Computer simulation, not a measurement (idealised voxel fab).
process module | voxel quadruple lines
cross-section cut | 235 nm wide | cells 5 nm
A cross-section is a grid of square cells, given in bands from the top down. A band is one or more rows of cells.
Each band's line starts with the height of the band's top and of its bottom, in nm. Then come its materials from left to right, each with its width in nm. One material with "throughout" fills the band from edge to edge. "air" is empty space.
Height 0 is the level under which the wafer as received is all one material. The lowest band goes on downwards, as in "0 down".
A width such as "30 to 40" changes by the same amount from each row of cells to the next, from the band's top row to its bottom row.
"no change" after a step means that no cell of the cross-section changed.
closed voids: empty space of 8 cells or more with no open way to the top, each as width x height at its distance from the left edge, in nm
after a step's settings: what the simulator itself notes on the step
overlay nm, on a step with a mask: how far to the right of its planned place the mask lay; to the left if negative
plan
1 op RECEIVE | material Si
2 op CONFORMAL_DEP | material SiO2 | thk nm 5
3 op DIRECTIONAL_DEP | material Ru | thk nm 15
4 op DIRECTIONAL_DEP | material polySi | thk nm 15
5 op DIRECTIONAL_DEP | material aC | thk nm 25
6 op PATTERN | tone cover | mask id MANDREL | material resist | width nm 25 | pitch nm 80 | thk nm 35 | overlay nm -15
7 op DIRECTIONAL_ETCH | etch materials aC | depth nm 25
8 op STRIP | etch materials resist
9 op CONFORMAL_DEP | material SiO2 | thk nm 15
10 op DIRECTIONAL_ETCH | etch materials SiO2 | depth nm 15
11 op STRIP | etch materials aC
12 op DIRECTIONAL_ETCH | etch materials polySi | depth nm 15
13 op STRIP | etch materials SiO2
14 op CONFORMAL_DEP | material SiCN | thk nm 5
15 op DIRECTIONAL_ETCH | etch materials SiCN | depth nm 5
16 op STRIP | etch materials polySi
17 op DIRECTIONAL_ETCH | etch materials Ru | depth nm 15
18 op STRIP | etch materials SiCN
varied across the wafers: overlay nm of step 6. The plan shows the first wafer's value. All wafers start alike
first wafer as received, after step 1
  0 down: Si throughout
  closed voids: none
first wafer at the end, after step 18
  20 to 5: air 30 | Ru 5 | air 15 | Ru 5 | air 15 | Ru 5 | air 15 | Ru 5 | air 15 | Ru 5 | air 15 | Ru 5 | air 15 | Ru 5 | air 15 | Ru 5 | air 60
  5 to 0: SiO2 throughout
  0 down: Si throughout
  closed voids: none
last wafer at the end
  20 to 5: air 60 | Ru 5 | air 15 | Ru 5 | air 15 | Ru 5 | air 15 | Ru 5 | air 15 | Ru 5 | air 15 | Ru 5 | air 15 | Ru 5 | air 15 | Ru 5 | air 30
  5 to 0: SiO2 throughout
  0 down: Si throughout
  closed voids: none
each wafer at the end: cells of each material gained (+) or lost (-) since it was received, then its closed voids
overlay nm -15 | +24 Ru | +47 SiO2 | closed voids: none
overlay nm -10 | +24 Ru | +47 SiO2 | closed voids: none
overlay nm -5 | +24 Ru | +47 SiO2 | closed voids: none
overlay nm 0 | +24 Ru | +47 SiO2 | closed voids: none
overlay nm 5 | +24 Ru | +47 SiO2 | closed voids: none
overlay nm 10 | +24 Ru | +47 SiO2 | closed voids: none
overlay nm 15 | +24 Ru | +47 SiO2 | closed voids: none
